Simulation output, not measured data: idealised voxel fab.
The following process module bears the name voxel fin reveal.
Xsec cut, 230 nm wide, square cell size 5 nm.
Cross-section = grid of square cells, listed top down in bands; band = one or more rows. Heights first: top, then bottom, in nm. Then materials, left to right, each with a width in nm. "everywhere" on a single material: fills the band edge to edge. "empty": empty space. Beneath 0, the wafer as received is one material, and that level is where height counting begins. The lowest band goes on downward without a bottom; it is written like "0 and below". With a width like "30 to 40", each row of cells in the band differs from the next by the same amount, the top row carrying the first number and the bottom row the second. "left unchanged" after a step means that no cell of the cross-section changed. You'll see "Enclosed void list" listing empty spaces that have no way open to the top, as long as they're 8 cells or more; the notation is width x height at distance, where the distance is from the left edge, and all of it is in nm. On each step's line, the part that comes after the settings is the simulator's own comment on the step. overlay nm: for a step with a mask, the amount by which the mask lay right of where it was planned; a negative amount means left of it.
# These are the steps we planned for the process
1. RECEIVE with material Si
2. CONFORMAL_DEP with material SiN, thk nm 5
3. DIRECTIONAL_DEP with material aC, thk nm 15
4. PATTERN with tone cover, mask id FINS, material resist, width nm 15, pitch nm 35, thk nm 35, overlay nm 0
5. DIRECTIONAL_ETCH with etch materials aC, depth nm 15
6. STRIP with etch materials resist
7. DIRECTIONAL_ETCH with etch materials SiN, depth nm 5
8. DIRECTIONAL_ETCH with etch materials Si, depth nm 30
9. STRIP with etch materials aC
10. FILL_DEP with material SiO2, thk nm 10
11. CMP with height nm 5
12. SELECTIVE_ETCH with etch materials SiO2, depth nm 25
13. STRIP with etch materials SiN
14. CONFORMAL_DEP with material HfO2, thk nm 5
# Incoming wafer in cross-section (state: after step 1)
    0 and below = Si everywhere
    Enclosed void list: none
# Here's the cross-section of the first of our two wafers at the end of the module - it ran as planned
    5 down to 0 = 65 of empty, then 25 of HfO2, then 10 of empty, then 25 of HfO2, then 10 of empty, then 25 of HfO2, then 70 of empty
    0 down to -15 = 65 of empty, then 5 of HfO2, then 15 of Si, then 5 of HfO2, then 10 of empty, then 5 of HfO2, then 15 of Si, then 5 of HfO2, then 10 of empty, then 5 of HfO2, then 15 of Si, then 5 of HfO2, then 70 of empty
    -15 down to -20 = 70 of HfO2, then 15 of Si, then 20 of HfO2, then 15 of Si, then 20 of HfO2, then 15 of Si, then 75 of HfO2
    -20 down to -30 = 70 of SiO2, then 15 of Si, then 20 of SiO2, then 15 of Si, then 20 of SiO2, then 15 of Si, then 75 of SiO2
    -30 and below = Si everywhere
    Enclosed void list: none
# The second wafer, shown in cross-section after the module: started the same way as the first and given the same plan, yet one mistake crept into how it was run
    5 down to 0 = 65 of empty, then 25 of HfO2, then 10 of empty, then 25 of HfO2, then 10 of empty, then 25 of HfO2, then 70 of empty
    0 down to -15 = 65 of empty, then 5 of HfO2, then 15 of Si, then 5 of HfO2, then 10 of empty, then 5 of HfO2, then 15 of Si, then 5 of HfO2, then 10 of empty, then 5 of HfO2, then 15 of Si, then 5 of HfO2, then 70 of empty
    -15 down to -20 = 70 of HfO2, then 15 of Si, then 20 of HfO2, then 15 of Si, then 20 of HfO2, then 15 of Si, then 75 of HfO2
    -20 down to -60 = 70 of SiO2, then 15 of Si, then 20 of SiO2, then 15 of Si, then 20 of SiO2, then 15 of Si, then 75 of SiO2
    -60 and below = Si everywhere
    Enclosed void list: none
Against the plan, the run slipped here: regarding the plan, step 8 was run twice
End of process, cell counts, second wafer against first, materials with more or fewer: -222 Si | +222 SiO2
